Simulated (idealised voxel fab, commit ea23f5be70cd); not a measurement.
Process module under the name voxel wiring stack
Cross-section cut: width 230 nm, square cells of 5 nm.
Cross-section layout: square cells on a grid; listed as bands, top to bottom; a band spans one or more cell rows.
For a band, the entry starts with two heights in nm, that of the top and then that of the bottom, and carries on with the band's materials in order from left to right, each alongside its width in nm; the word "all across" beside a single material means it fills the band edge to edge, and "empty" means empty space.
A quick word on heights: they are counted from 0, and under that level the wafer as it came to us is one material throughout. The lowest band is different from the rest in having no bottom; it simply continues downward, written as in "top 0, no bottom".
Note: "30 to 40" means the width goes from the first number (top row of the band) to the second number (bottom row) in equal steps per row of cells.
Take "nothing got changed" at face value: in the step it is given for, the cross-section changed in none of its cells.
"Voids, fully enclosed" specifies each empty space that is not open to the top and that occupies no fewer than 8 cells, using the form width x height at distance, the distance measured from the left edge and all three quantities in nm.
Post-settings text on a step line: simulator's own remark regarding the step.
Regarding "overlay nm": on a step with a mask, it is the distance the mask lay to the right of its planned place; a negative value places it to the left.
Pairs, read this way: before one process step on the one hand, after it on the other, the after cross-section ending at the lowest band that changed; the step between, settings included, beneath. Same starting wafer throughout, but possibly different runs of this module, so no pair continues from the pair above unless its entry headed "Snapshot before" says so.
**Snapshot before**
> top 145, bottom 135 = aC 75 / empty 25 / aC 30 / empty 25 / aC 75
> top 135, bottom 100 = lowk all across
> top 100, bottom 95 = SiCN all across
> top 95, bottom 90 = SiCN 70 / Ru 35 / SiCN 20 / Ru 35 / SiCN 70
> top 90, bottom 70 = lowk 75 / TiN 5 / Ru 15 / TiN 5 / lowk 30 / TiN 5 / Ru 15 / TiN 5 / lowk 75
> top 70, bottom 65 = SiN 75 / TiN 25 / SiN 30 / TiN 25 / SiN 75
> top 65, bottom 45 = lowk 75 / SiN 5 / TiN 5 / SiN 5 / lowk 40 / SiN 5 / TiN 5 / SiN 5 / lowk 85
> top 45, bottom 40 = SiCN 75 / SiN 5 / TiN 5 / SiN 5 / SiCN 40 / SiN 5 / TiN 5 / SiN 5 / SiCN 85
> top 40, bottom 30 = SiO2 all across
> top 30, bottom 5 = SiO2 75 / Ru 25 / SiO2 30 / Ru 25 / SiO2 75
> top 5, bottom 0 = SiO2 75 / TiN 25 / SiO2 30 / TiN 25 / SiO2 75
> top 0, no bottom = Si all across
> Voids, fully enclosed: none
**Cross-Section Thereafter**
> top 145, bottom 135 = aC 75 / empty 25 / aC 30 / empty 25 / aC 75
> top 135, bottom 115 = lowk 75 / empty 25 / lowk 30 / empty 25 / lowk 75
> Under the height 115 nothing was changed.
> Voids, fully enclosed: none
Going from the before section above to the after section, the step was DIRECTIONAL_ETCH [etch materials lowk] [depth nm 20]
Snapshot before: Please consult the pair immediately above; the cross-section it shows after its step is the state before this step.
**Cross-Section Thereafter**
> top 135, bottom 115 = lowk 75 / empty 25 / lowk 30 / empty 25 / lowk 75
> Under the height 115 nothing was changed.
> Voids, fully enclosed: none
Going from the before section above to the after section, the step was STRIP [etch materials aC]
Snapshot before: Please consult the pair immediately above; the cross-section it shows after its step is the state before this step.
**Cross-Section Thereafter**
> top 145, bottom 135 = aC 75 / empty 25 / aC 30 / empty 25 / aC 75
> top 135, bottom 125 = lowk 75 / empty 25 / lowk 30 / empty 25 / lowk 75
> top 125, bottom 115 = lowk 75 / aC 25 / lowk 30 / aC 25 / lowk 75
> Under the height 115 nothing was changed.
> Voids, fully enclosed: none
Going from the before section above to the after section, the step was DIRECTIONAL_DEP [material aC] [thk nm 10]
Snapshot before: Please consult the pair immediately above; the cross-section it shows after its step is the state before this step.
**Cross-Section Thereafter**
> top 175, bottom 145 = resist 75 / empty 15 / resist 40 / empty 15 / resist 85
> top 145, bottom 135 = aC 75 / empty 15 / resist 10 / aC 30 / empty 15 / resist 10 / aC 75
> top 135, bottom 125 = lowk 75 / empty 15 / resist 10 / lowk 30 / empty 15 / resist 10 / lowk 75
> Under the height 125 nothing was changed.
> Voids, fully enclosed: none
Going from the before section above to the after section, the step was PATTERN [tone open] [mask id METAL_3_HOLES] [material resist] [width nm 15] [pitch nm 55] [thk nm 30] [overlay nm 0]
Snapshot before: Please consult the pair immediately above; the cross-section it shows after its step is the state before this step.
**Cross-Section Thereafter**
> top 165, bottom 145 = resist 75 / empty 15 / resist 40 / empty 15 / resist 85
> top 145, bottom 135 = aC 75 / empty 15 / resist 10 / aC 30 / empty 15 / resist 10 / aC 75
> top 135, bottom 125 = lowk 75 / empty 15 / resist 10 / lowk 30 / empty 15 / resist 10 / lowk 75
> top 125, bottom 115 = lowk 75 / empty 15 / aC 10 / lowk 30 / empty 15 / aC 10 / lowk 75
> Under the height 115 nothing was changed.
> Voids, fully enclosed: none
Going from the before section above to the after section, the step was DIRECTIONAL_ETCH [etch materials aC] [depth nm 10]
Snapshot before: Please consult the pair immediately above; the cross-section it shows after its step is the state before this step.
**Cross-Section Thereafter**
> top 145, bottom 135 = aC 75 / empty 25 / aC 30 / empty 25 / aC 75
> top 135, bottom 125 = lowk 75 / empty 25 / lowk 30 / empty 25 / lowk 75
> Under the height 125 nothing was changed.
> Voids, fully enclosed: none
Going from the before section above to the after section, the step was STRIP [etch materials resist]
Snapshot before: Please consult the pair immediately above; the cross-section it shows after its step is the state before this step.
**Cross-Section Thereafter**
> top 145, bottom 135 = aC 75 / empty 25 / aC 30 / empty 25 / aC 75
> top 135, bottom 125 = lowk 75 / empty 25 / lowk 30 / empty 25 / lowk 75
> top 125, bottom 115 = lowk 75 / empty 15 / aC 10 / lowk 30 / empty 15 / aC 10 / lowk 75
> top 115, bottom 100 = lowk 75 / empty 15 / lowk 40 / empty 15 / lowk 85
> Under the height 100 nothing was changed.
> Voids, fully enclosed: none
Going from the before section above to the after section, the step was DIRECTIONAL_ETCH [etch materials lowk] [depth nm 15]
Snapshot before: Please consult the pair immediately above; the cross-section it shows after its step is the state before this step.
**Cross-Section Thereafter**
> top 145, bottom 135 = aC 75 / empty 25 / aC 30 / empty 25 / aC 75
> top 135, bottom 125 = lowk 75 / empty 25 / lowk 30 / empty 25 / lowk 75
> top 125, bottom 115 = lowk 75 / empty 15 / aC 10 / lowk 30 / empty 15 / aC 10 / lowk 75
> top 115, bottom 100 = lowk 75 / empty 15 / lowk 40 / empty 15 / lowk 85
> top 100, bottom 95 = SiCN 75 / empty 15 / SiCN 40 / empty 15 / SiCN 85
> Under the height 95 nothing was changed.
> Voids, fully enclosed: none
Going from the before section above to the after section, the step was DIRECTIONAL_ETCH [etch materials SiCN] [depth nm 5]
Snapshot before: Please consult the pair immediately above; the cross-section it shows after its step is the state before this step.
**Cross-Section Thereafter**
> top 135, bottom 115 = lowk 75 / empty 25 / lowk 30 / empty 25 / lowk 75
> Under the height 115 nothing was changed.
> Voids, fully enclosed: none
Going from the before section above to the after section, the step was STRIP [etch materials aC]
Snapshot before: Please consult the pair immediately above; the cross-section it shows after its step is the state before this step.
**Cross-Section Thereafter**
> top 140, bottom 135 = TiN 80 / empty 15 / TiN 40 / empty 15 / TiN 80
> top 135, bottom 120 = lowk 75 / TiN 5 / empty 15 / TiN 5 / lowk 30 / TiN 5 / empty 15 / TiN 5 / lowk 75
> top 120, bottom 115 = lowk 75 / TiN 5 / empty 5 / TiN 15 / lowk 30 / TiN 5 / empty 5 / TiN 15 / lowk 75
> top 115, bottom 100 = lowk 75 / TiN 5 / empty 5 / TiN 5 / lowk 40 / TiN 5 / empty 5 / TiN 5 / lowk 85
> top 100, bottom 95 = SiCN 75 / TiN 15 / SiCN 40 / TiN 15 / SiCN 85
> Under the height 95 nothing was changed.
> Voids, fully enclosed: none
Going from the before section above to the after section, the step was CONFORMAL_DEP [material TiN] [thk nm 5]
Snapshot before: Please consult the pair immediately above; the cross-section it shows after its step is the state before this step.
**Cross-Section Thereafter**
> top 150, bottom 140 = Cu all across
> top 140, bottom 135 = TiN 80 / Cu 15 / TiN 40 / Cu 15 / TiN 80
> top 135, bottom 120 = lowk 75 / TiN 5 / Cu 15 / TiN 5 / lowk 30 / TiN 5 / Cu 15 / TiN 5 / lowk 75
> top 120, bottom 115 = lowk 75 / TiN 5 / Cu 5 / TiN 15 / lowk 30 / TiN 5 / Cu 5 / TiN 15 / lowk 75
> top 115, bottom 100 = lowk 75 / TiN 5 / Cu 5 / TiN 5 / lowk 40 / TiN 5 / Cu 5 / TiN 5 / lowk 85
> Under the height 100 nothing was changed.
> Voids, fully enclosed: none
Going from the before section above to the after section, the step was FILL_DEP [material Cu] [thk nm 10]
Snapshot before: Please consult the pair immediately above; the cross-section it shows after its step is the state before this step.
**Cross-Section Thereafter**
> top 135, bottom 120 = lowk 75 / TiN 5 / Cu 15 / TiN 5 / lowk 30 / TiN 5 / Cu 15 / TiN 5 / lowk 75
> Under the height 120 nothing was changed.
> Voids, fully enclosed: none
Going from the before section above to the after section, the step was CMP [height nm 135]
Snapshot before: Please consult the pair immediately above; the cross-section it shows after its step is the state before this step.
**Cross-Section Thereafter**
> top 140, bottom 135 = SiN all across
> Under the height 135 nothing was changed.
> Voids, fully enclosed: none
Going from the before section above to the after section, the step was CONFORMAL_DEP [material SiN] [thk nm 5]
**Snapshot before**
> top 145, bottom 135 = aC 75 / empty 25 / aC 30 / empty 25 / aC 75
> top 135, bottom 115 = lowk 75 / empty 25 / lowk 30 / empty 25 / lowk 75
> top 115, bottom 100 = lowk all across
> top 100, bottom 95 = SiCN all across
> top 95, bottom 90 = SiCN 70 / Ru 35 / SiCN 20 / Ru 35 / SiCN 70
> top 90, bottom 70 = lowk 75 / TiN 5 / Ru 15 / TiN 5 / lowk 30 / TiN 5 / Ru 15 / TiN 5 / lowk 75
> top 70, bottom 65 = SiN 75 / TiN 25 / SiN 30 / TiN 25 / SiN 75
> top 65, bottom 45 = lowk 75 / Ru 15 / lowk 40 / Ru 15 / lowk 85
> top 45, bottom 40 = SiCN 75 / Ru 15 / SiCN 40 / Ru 15 / SiCN 85
> top 40, bottom 15 = SiO2 75 / Ru 25 / SiO2 30 / Ru 25 / SiO2 75
> top 15, bottom 10 = SiO2 75 / TiN 25 / SiO2 30 / TiN 25 / SiO2 75
> top 10, bottom 0 = SiO2 all across
> top 0, no bottom = Si all across
> Voids, fully enclosed: none
**Cross-Section Thereafter**
> top 145, bottom 135 = aC 75 / empty 25 / aC 30 / empty 25 / aC 75
> top 135, bottom 100 = lowk 75 / empty 25 / lowk 30 / empty 25 / lowk 75
> Under the height 100 nothing was changed.
> Voids, fully enclosed: none
Going from the before section above to the after section, the step was DIRECTIONAL_ETCH [etch materials lowk] [depth nm 20]
Snapshot before: Please consult the pair immediately above; the cross-section it shows after its step is the state before this step.
**Cross-Section Thereafter**
> top 135, bottom 100 = lowk 75 / empty 25 / lowk 30 / empty 25 / lowk 75
> Under the height 100 nothing was changed.
> Voids, fully enclosed: none
Going from the before section above to the after section, the step was STRIP [etch materials aC]
Snapshot before: Please consult the pair immediately above; the cross-section it shows after its step is the state before this step.
**Cross-Section Thereafter**
> top 145, bottom 135 = aC 75 / empty 25 / aC 30 / empty 25 / aC 75
> top 135, bottom 110 = lowk 75 / empty 25 / lowk 30 / empty 25 / lowk 75
> top 110, bottom 100 = lowk 75 / aC 25 / lowk 30 / aC 25 / lowk 75
> Under the height 100 nothing was changed.
> Voids, fully enclosed: none
Going from the before section above to the after section, the step was DIRECTIONAL_DEP [material aC] [thk nm 10]
Snapshot before: Please consult the pair immediately above; the cross-section it shows after its step is the state before this step.
**Cross-Section Thereafter**
> top 175, bottom 145 = resist 75 / empty 15 / resist 40 / empty 15 / resist 85
> top 145, bottom 135 = aC 75 / empty 15 / resist 10 / aC 30 / empty 15 / resist 10 / aC 75
> top 135, bottom 110 = lowk 75 / empty 15 / resist 10 / lowk 30 / empty 15 / resist 10 / lowk 75
> Under the height 110 nothing was changed.
> Voids, fully enclosed: none
Going from the before section above to the after section, the step was PATTERN [tone open] [mask id METAL_3_HOLES] [material resist] [width nm 15] [pitch nm 55] [thk nm 30] [overlay nm 0]
Snapshot before: Please consult the pair immediately above; the cross-section it shows after its step is the state before this step.
**Cross-Section Thereafter**
> top 165, bottom 145 = resist 75 / empty 15 / resist 40 / empty 15 / resist 85
> top 145, bottom 135 = aC 75 / empty 15 / resist 10 / aC 30 / empty 15 / resist 10 / aC 75
> top 135, bottom 110 = lowk 75 / empty 15 / resist 10 / lowk 30 / empty 15 / resist 10 / lowk 75
> top 110, bottom 100 = lowk 75 / empty 15 / aC 10 / lowk 30 / empty 15 / aC 10 / lowk 75
> Under the height 100 nothing was changed.
> Voids, fully enclosed: none
Going from the before section above to the after section, the step was DIRECTIONAL_ETCH [etch materials aC] [depth nm 10]
Snapshot before: Please consult the pair immediately above; the cross-section it shows after its step is the state before this step.
**Cross-Section Thereafter**
> top 145, bottom 135 = aC 75 / empty 25 / aC 30 / empty 25 / aC 75
> top 135, bottom 110 = lowk 75 / empty 25 / lowk 30 / empty 25 / lowk 75
> Under the height 110 nothing was changed.
> Voids, fully enclosed: none
Going from the before section above to the after section, the step was STRIP [etch materials resist]
Snapshot before: Please consult the pair immediately above; the cross-section it shows after its step is the state before this step.
**Cross-Section Thereafter**
> top 145, bottom 135 = aC 75 / empty 25 / aC 30 / empty 25 / aC 75
> top 135, bottom 110 = lowk 75 / empty 25 / lowk 30 / empty 25 / lowk 75
> top 110, bottom 100 = lowk 75 / empty 15 / aC 10 / lowk 30 / empty 15 / aC 10 / lowk 75
> top 100, bottom 95 = SiCN 75 / empty 15 / SiCN 40 / empty 15 / SiCN 85
> Under the height 95 nothing was changed.
> Voids, fully enclosed: none
Going from the before section above to the after section, the step was DIRECTIONAL_ETCH [etch materials SiCN] [depth nm 5]
Snapshot before: Please consult the pair immediately above; the cross-section it shows after its step is the state before this step.
**Cross-Section Thereafter**
> top 135, bottom 100 = lowk 75 / empty 25 / lowk 30 / empty 25 / lowk 75
> Under the height 100 nothing was changed.
> Voids, fully enclosed: none
Going from the before section above to the after section, the step was STRIP [etch materials aC]
Snapshot before: Please consult the pair immediately above; the cross-section it shows after its step is the state before this step.
**Cross-Section Thereafter**
> top 140, bottom 135 = TiN 80 / empty 15 / TiN 40 / empty 15 / TiN 80
> top 135, bottom 105 = lowk 75 / TiN 5 / empty 15 / TiN 5 / lowk 30 / TiN 5 / empty 15 / TiN 5 / lowk 75
> top 105, bottom 100 = lowk 75 / TiN 5 / empty 5 / TiN 15 / lowk 30 / TiN 5 / empty 5 / TiN 15 / lowk 75
> top 100, bottom 95 = SiCN 75 / TiN 15 / SiCN 40 / TiN 15 / SiCN 85
> Under the height 95 nothing was changed.
> Voids, fully enclosed: none
Going from the before section above to the after section, the step was CONFORMAL_DEP [material TiN] [thk nm 5]
Snapshot before: Please consult the pair immediately above; the cross-section it shows after its step is the state before this step.
**Cross-Section Thereafter**
> top 150, bottom 140 = Cu all across
> top 140, bottom 135 = TiN 80 / Cu 15 / TiN 40 / Cu 15 / TiN 80
> top 135, bottom 105 = lowk 75 / TiN 5 / Cu 15 / TiN 5 / lowk 30 / TiN 5 / Cu 15 / TiN 5 / lowk 75
> top 105, bottom 100 = lowk 75 / TiN 5 / Cu 5 / TiN 15 / lowk 30 / TiN 5 / Cu 5 / TiN 15 / lowk 75
> Under the height 100 nothing was changed.
> Voids, fully enclosed: none
Going from the before section above to the after section, the step was FILL_DEP [material Cu] [thk nm 10]
Snapshot before: Please consult the pair immediately above; the cross-section it shows after its step is the state before this step.
**Cross-Section Thereafter**
> top 135, bottom 105 = lowk 75 / TiN 5 / Cu 15 / TiN 5 / lowk 30 / TiN 5 / Cu 15 / TiN 5 / lowk 75
> Under the height 105 nothing was changed.
> Voids, fully enclosed: none
Going from the before section above to the after section, the step was CMP [height nm 135]
Snapshot before: Please consult the pair immediately above; the cross-section it shows after its step is the state before this step.
**Cross-Section Thereafter**
> top 140, bottom 135 = SiN all across
> Under the height 135 nothing was changed.
> Voids, fully enclosed: none
Going from the before section above to the after section, the step was CONFORMAL_DEP [material SiN] [thk nm 5]
**Snapshot before**
> top 5, bottom 0 = TiN all across
> top 0, no bottom = Si all across
> Voids, fully enclosed: none
**Cross-Section Thereafter**
> top 15, bottom 5 = SiO2 all across
> Under the height 5 nothing was changed.
> Voids, fully enclosed: none
Going from the before section above to the after section, the step was CONFORMAL_DEP [material SiO2] [thk nm 10]
Snapshot before: Please consult the pair immediately above; the cross-section it shows after its step is the state before this step.
**Cross-Section Thereafter**
> top 40, bottom 15 = Ru all across
> Under the height 15 nothing was changed.
> Voids, fully enclosed: none
Going from the before section above to the after section, the step was DIRECTIONAL_DEP [material Ru] [thk nm 25]
Snapshot before: Please consult the pair immediately above; the cross-section it shows after its step is the state before this step.
**Cross-Section Thereafter**
> top 60, bottom 40 = empty 75 / resist 25 / empty 30 / resist 25 / empty 75
> Under the height 40 nothing was changed.
> Voids, fully enclosed: none
Going from the before section above to the after section, the step was PATTERN [tone cover] [mask id METAL_1] [material resist] [width nm 25] [pitch nm 55] [thk nm 20] [overlay nm 0]
Snapshot before: Please consult the pair immediately above; the cross-section it shows after its step is the state before this step.
**Cross-Section Thereafter**
> top 60, bottom 40 = empty 75 / resist 25 / empty 30 / resist 25 / empty 75
> top 40, bottom 15 = empty 75 / Ru 25 / empty 30 / Ru 25 / empty 75
> Under the height 15 nothing was changed.
> Voids, fully enclosed: none
Going from the before section above to the after section, the step was DIRECTIONAL_ETCH [etch materials Ru] [depth nm 25]
Snapshot before: Please consult the pair immediately above; the cross-section it shows after its step is the state before this step.
**Cross-Section Thereafter**
> top 40, bottom 15 = empty 75 / Ru 25 / empty 30 / Ru 25 / empty 75
> Under the height 15 nothing was changed.
> Voids, fully enclosed: none
Going from the before section above to the after section, the step was STRIP [etch materials resist]
Snapshot before: Please consult the pair immediately above; the cross-section it shows after its step is the state before this step.
**Cross-Section Thereafter**
> top 50, bottom 40 = SiO2 all across
> top 40, bottom 15 = SiO2 75 / Ru 25 / SiO2 30 / Ru 25 / SiO2 75
> Under the height 15 nothing was changed.
> Voids, fully enclosed: none
Going from the before section above to the after section, the step was FILL_DEP [material SiO2] [thk nm 10]
Snapshot before: Please consult the pair immediately above; the cross-section it shows after its step is the state before this step.
**Cross-Section Thereafter**
> top 40, bottom 15 = SiO2 75 / Ru 25 / SiO2 30 / Ru 25 / SiO2 75
> Under the height 15 nothing was changed.
> Voids, fully enclosed: none
Going from the before section above to the after section, the step was CMP [height nm 40]
Snapshot before: Please consult the pair immediately above; the cross-section it shows after its step is the state before this step.
**Cross-Section Thereafter**
> top 45, bottom 40 = SiCN all across
> Under the height 40 nothing was changed.
> Voids, fully enclosed: none
Going from the before section above to the after section, the step was CONFORMAL_DEP [material SiCN] [thk nm 5]
Snapshot before: Please consult the pair immediately above; the cross-section it shows after its step is the state before this step.
**Cross-Section Thereafter**
> top 65, bottom 45 = lowk all across
> Under the height 45 nothing was changed.
> Voids, fully enclosed: none
Going from the before section above to the after section, the step was DIRECTIONAL_DEP [material lowk] [thk nm 20]
Snapshot before: Please consult the pair immediately above; the cross-section it shows after its step is the state before this step.
**Cross-Section Thereafter**
> top 65, bottom 45 = lowk 75 / empty 15 / lowk 40 / empty 15 / lowk 85
> Under the height 45 nothing was changed.
> Voids, fully enclosed: none
Going from the before section above to the after section, the step was MASKED_ETCH [tone open] [mask id PLUG_1] [width nm 15] [pitch nm 55] [etch materials lowk] [depth nm 20] [overlay nm 0]
Snapshot before: Please consult the pair immediately above; the cross-section it shows after its step is the state before this step.
**Cross-Section Thereafter**
> top 65, bottom 45 = lowk 75 / empty 15 / lowk 40 / empty 15 / lowk 85
> top 45, bottom 40 = SiCN 75 / empty 15 / SiCN 40 / empty 15 / SiCN 85
> Under the height 40 nothing was changed.
> Voids, fully enclosed: none
Going from the before section above to the after section, the step was MASKED_ETCH [tone open] [mask id PLUG_1] [width nm 15] [pitch nm 55] [etch materials SiCN] [depth nm 5] [overlay nm 0]
Snapshot before: Please consult the pair immediately above; the cross-section it shows after its step is the state before this step.
**Cross-Section Thereafter**
> top 65, bottom 50 = lowk 75 / empty 15 / lowk 40 / empty 15 / lowk 85
> top 50, bottom 45 = lowk 75 / Ru 15 / lowk 40 / Ru 15 / lowk 85
> top 45, bottom 40 = SiCN 75 / Ru 15 / SiCN 40 / Ru 15 / SiCN 85
> Under the height 40 nothing was changed.
> Voids, fully enclosed: none
Going from the before section above to the after section, the step was EPI [material Ru] [thk nm 10]
Snapshot before: Please consult the pair immediately above; the cross-section it shows after its step is the state before this step.
**Cross-Section Thereafter**
> top 65, bottom 60 = lowk 75 / empty 15 / lowk 40 / empty 15 / lowk 85
> top 60, bottom 45 = lowk 75 / Ru 15 / lowk 40 / Ru 15 / lowk 85
> Under the height 45 nothing was changed.
> Voids, fully enclosed: none
Going from the before section above to the after section, the step was EPI [material Ru] [thk nm 10]
Snapshot before: Please consult the pair immediately above; the cross-section it shows after its step is the state before this step.
**Cross-Section Thereafter**
> top 65, bottom 45 = lowk 75 / Ru 15 / lowk 40 / Ru 15 / lowk 85
> Under the height 45 nothing was changed.
> Voids, fully enclosed: none
Going from the before section above to the after section, the step was EPI [material Ru] [thk nm 5]
Snapshot before: Please consult the pair immediately above; the cross-section it shows after its step is the state before this step.
**Cross-Section Thereafter**
> top 70, bottom 65 = SiN all across
> Under the height 65 nothing was changed.
> Voids, fully enclosed: none
Going from the before section above to the after section, the step was CONFORMAL_DEP [material SiN] [thk nm 5]
Snapshot before: Please consult the pair immediately above; the cross-section it shows after its step is the state before this step.
**Cross-Section Thereafter**
> top 90, bottom 70 = lowk all across
> Under the height 70 nothing was changed.
> Voids, fully enclosed: none
Going from the before section above to the after section, the step was DIRECTIONAL_DEP [material lowk] [thk nm 20]
Snapshot before: Please consult the pair immediately above; the cross-section it shows after its step is the state before this step.
**Cross-Section Thereafter**
> top 90, bottom 70 = lowk 75 / empty 25 / lowk 30 / empty 25 / lowk 75
> Under the height 70 nothing was changed.
> Voids, fully enclosed: none
Going from the before section above to the after section, the step was MASKED_ETCH [tone open] [mask id METAL_2] [width nm 25] [pitch nm 55] [etch materials lowk] [depth nm 20] [overlay nm 0]
Snapshot before: Please consult the pair immediately above; the cross-section it shows after its step is the state before this step.
**Cross-Section Thereafter**
> top 90, bottom 70 = lowk 75 / empty 25 / lowk 30 / empty 25 / lowk 75
> top 70, bottom 65 = SiN 75 / empty 25 / SiN 30 / empty 25 / SiN 75
> Under the height 65 nothing was changed.
> Voids, fully enclosed: none
Going from the before section above to the after section, the step was MASKED_ETCH [tone open] [mask id METAL_2] [width nm 25] [pitch nm 55] [etch materials SiN] [depth nm 5] [overlay nm 0]
Snapshot before: Please consult the pair immediately above; the cross-section it shows after its step is the state before this step.
**Cross-Section Thereafter**
> top 95, bottom 90 = TiN 80 / empty 15 / TiN 40 / empty 15 / TiN 80
> top 90, bottom 70 = lowk 75 / TiN 5 / empty 15 / TiN 5 / lowk 30 / TiN 5 / empty 15 / TiN 5 / lowk 75
> top 70, bottom 65 = SiN 75 / TiN 25 / SiN 30 / TiN 25 / SiN 75
> Under the height 65 nothing was changed.
> Voids, fully enclosed: none
Going from the before section above to the after section, the step was CONFORMAL_DEP [material TiN] [thk nm 5]
Snapshot before: Please consult the pair immediately above; the cross-section it shows after its step is the state before this step.
**Cross-Section Thereafter**
> top 105, bottom 95 = Ru all across
> top 95, bottom 90 = TiN 80 / Ru 15 / TiN 40 / Ru 15 / TiN 80
> top 90, bottom 70 = lowk 75 / TiN 5 / Ru 15 / TiN 5 / lowk 30 / TiN 5 / Ru 15 / TiN 5 / lowk 75
> Under the height 70 nothing was changed.
> Voids, fully enclosed: none
Going from the before section above to the after section, the step was FILL_DEP [material Ru] [thk nm 10]
Snapshot before: Please consult the pair immediately above; the cross-section it shows after its step is the state before this step.
**Cross-Section Thereafter**
> top 90, bottom 70 = lowk 75 / TiN 5 / Ru 15 / TiN 5 / lowk 30 / TiN 5 / Ru 15 / TiN 5 / lowk 75
> Under the height 70 nothing was changed.
> Voids, fully enclosed: none
Going from the before section above to the after section, the step was CMP [height nm 90]
Snapshot before: Please consult the pair immediately above; the cross-section it shows after its step is the state before this step.
**Cross-Section Thereafter**
> top 95, bottom 90 = empty 70 / Ru 35 / empty 20 / Ru 35 / empty 70
> Under the height 90 nothing was changed.
> Voids, fully enclosed: none
Going from the before section above to the after section, the step was EPI [material Ru] [thk nm 5]
Snapshot before: Please consult the pair immediately above; the cross-section it shows after its step is the state before this step.
**Cross-Section Thereafter**
> top 100, bottom 95 = SiCN all across
> top 95, bottom 90 = SiCN 70 / Ru 35 / SiCN 20 / Ru 35 / SiCN 70
> Under the height 90 nothing was changed.
> Voids, fully enclosed: none
Going from the before section above to the after section, the step was FILL_DEP [material SiCN] [thk nm 5]
Snapshot before: Please consult the pair immediately above; the cross-section it shows after its step is the state before this step.
**Cross-Section Thereafter**
> top 135, bottom 100 = lowk all across
> Under the height 100 nothing was changed.
> Voids, fully enclosed: none
Going from the before section above to the after section, the step was DIRECTIONAL_DEP [material lowk] [thk nm 35]
Snapshot before: Please consult the pair immediately above; the cross-section it shows after its step is the state before this step.
**Cross-Section Thereafter**
> top 145, bottom 135 = aC all across
> Under the height 135 nothing was changed.
> Voids, fully enclosed: none
Going from the before section above to the after section, the step was DIRECTIONAL_DEP [material aC] [thk nm 10]
Snapshot before: Please consult the pair immediately above; the cross-section it shows after its step is the state before this step.
**Cross-Section Thereafter**
> top 170, bottom 145 = resist 75 / empty 25 / resist 30 / empty 25 / resist 75
> Under the height 145 nothing was changed.
> Voids, fully enclosed: none
Going from the before section above to the after section, the step was PATTERN [tone open] [mask id METAL_3] [material resist] [width nm 25] [pitch nm 55] [thk nm 25] [overlay nm 0]
Snapshot before: Please consult the pair immediately above; the cross-section it shows after its step is the state before this step.
**Cross-Section Thereafter**
> top 160, bottom 145 = resist 75 / empty 25 / resist 30 / empty 25 / resist 75
> top 145, bottom 135 = aC 75 / empty 25 / aC 30 / empty 25 / aC 75
> Under the height 135 nothing was changed.
> Voids, fully enclosed: none
Going from the before section above to the after section, the step was DIRECTIONAL_ETCH [etch materials aC] [depth nm 10]
Snapshot before: Please consult the pair immediately above; the cross-section it shows after its step is the state before this step.
**Cross-Section Thereafter**
> top 145, bottom 135 = aC 75 / empty 25 / aC 30 / empty 25 / aC 75
> Under the height 135 nothing was changed.
> Voids, fully enclosed: none
Going from the before section above to the after section, the step was STRIP [etch materials resist]
Snapshot before: Please consult the pair immediately above; the cross-section it shows after its step is the state before this step.
**Cross-Section Thereafter**
> top 145, bottom 135 = aC 75 / empty 25 / aC 30 / empty 25 / aC 75
> top 135, bottom 115 = lowk 75 / empty 25 / lowk 30 / empty 25 / lowk 75
> Under the height 115 nothing was changed.
> Voids, fully enclosed: none
Going from the before section above to the after section, the step was DIRECTIONAL_ETCH [etch materials lowk] [depth nm 20]
Snapshot before: Please consult the pair immediately above; the cross-section it shows after its step is the state before this step.
**Cross-Section Thereafter**
> top 135, bottom 115 = lowk 75 / empty 25 / lowk 30 / empty 25 / lowk 75
> Under the height 115 nothing was changed.
> Voids, fully enclosed: none
Going from the before section above to the after section, the step was STRIP [etch materials aC]
Snapshot before: Please consult the pair immediately above; the cross-section it shows after its step is the state before this step.
**Cross-Section Thereafter**
> top 145, bottom 135 = aC 75 / empty 25 / aC 30 / empty 25 / aC 75
> top 135, bottom 125 = lowk 75 / empty 25 / lowk 30 / empty 25 / lowk 75
> top 125, bottom 115 = lowk 75 / aC 25 / lowk 30 / aC 25 / lowk 75
> Under the height 115 nothing was changed.
> Voids, fully enclosed: none
Going from the before section above to the after section, the step was DIRECTIONAL_DEP [material aC] [thk nm 10]
Snapshot before: Please consult the pair immediately above; the cross-section it shows after its step is the state before this step.
**Cross-Section Thereafter**
> top 175, bottom 145 = resist 75 / empty 15 / resist 40 / empty 15 / resist 85
> top 145, bottom 135 = aC 75 / empty 15 / resist 10 / aC 30 / empty 15 / resist 10 / aC 75
> top 135, bottom 125 = lowk 75 / empty 15 / resist 10 / lowk 30 / empty 15 / resist 10 / lowk 75
> Under the height 125 nothing was changed.
> Voids, fully enclosed: none
Going from the before section above to the after section, the step was PATTERN [tone open] [mask id METAL_3_HOLES] [material resist] [width nm 15] [pitch nm 55] [thk nm 30] [overlay nm 0]
Snapshot before: Please consult the pair immediately above; the cross-section it shows after its step is the state before this step.
**Cross-Section Thereafter**
> top 165, bottom 145 = resist 75 / empty 15 / resist 40 / empty 15 / resist 85
> top 145, bottom 135 = aC 75 / empty 15 / resist 10 / aC 30 / empty 15 / resist 10 / aC 75
> top 135, bottom 125 = lowk 75 / empty 15 / resist 10 / lowk 30 / empty 15 / resist 10 / lowk 75
> top 125, bottom 115 = lowk 75 / empty 15 / aC 10 / lowk 30 / empty 15 / aC 10 / lowk 75
> Under the height 115 nothing was changed.
> Voids, fully enclosed: none
Going from the before section above to the after section, the step was DIRECTIONAL_ETCH [etch materials aC] [depth nm 10]
Snapshot before: Please consult the pair immediately above; the cross-section it shows after its step is the state before this step.
**Cross-Section Thereafter**
> top 145, bottom 135 = aC 75 / empty 25 / aC 30 / empty 25 / aC 75
> top 135, bottom 125 = lowk 75 / empty 25 / lowk 30 / empty 25 / lowk 75
> Under the height 125 nothing was changed.
> Voids, fully enclosed: none
Going from the before section above to the after section, the step was STRIP [etch materials resist]
Snapshot before: Please consult the pair immediately above; the cross-section it shows after its step is the state before this step.
**Cross-Section Thereafter**
> top 145, bottom 135 = aC 75 / empty 25 / aC 30 / empty 25 / aC 75
> top 135, bottom 125 = lowk 75 / empty 25 / lowk 30 / empty 25 / lowk 75
> top 125, bottom 115 = lowk 75 / empty 15 / aC 10 / lowk 30 / empty 15 / aC 10 / lowk 75
> top 115, bottom 100 = lowk 75 / empty 15 / lowk 40 / empty 15 / lowk 85
> Under the height 100 nothing was changed.
> Voids, fully enclosed: none
Going from the before section above to the after section, the step was DIRECTIONAL_ETCH [etch materials lowk] [depth nm 15]
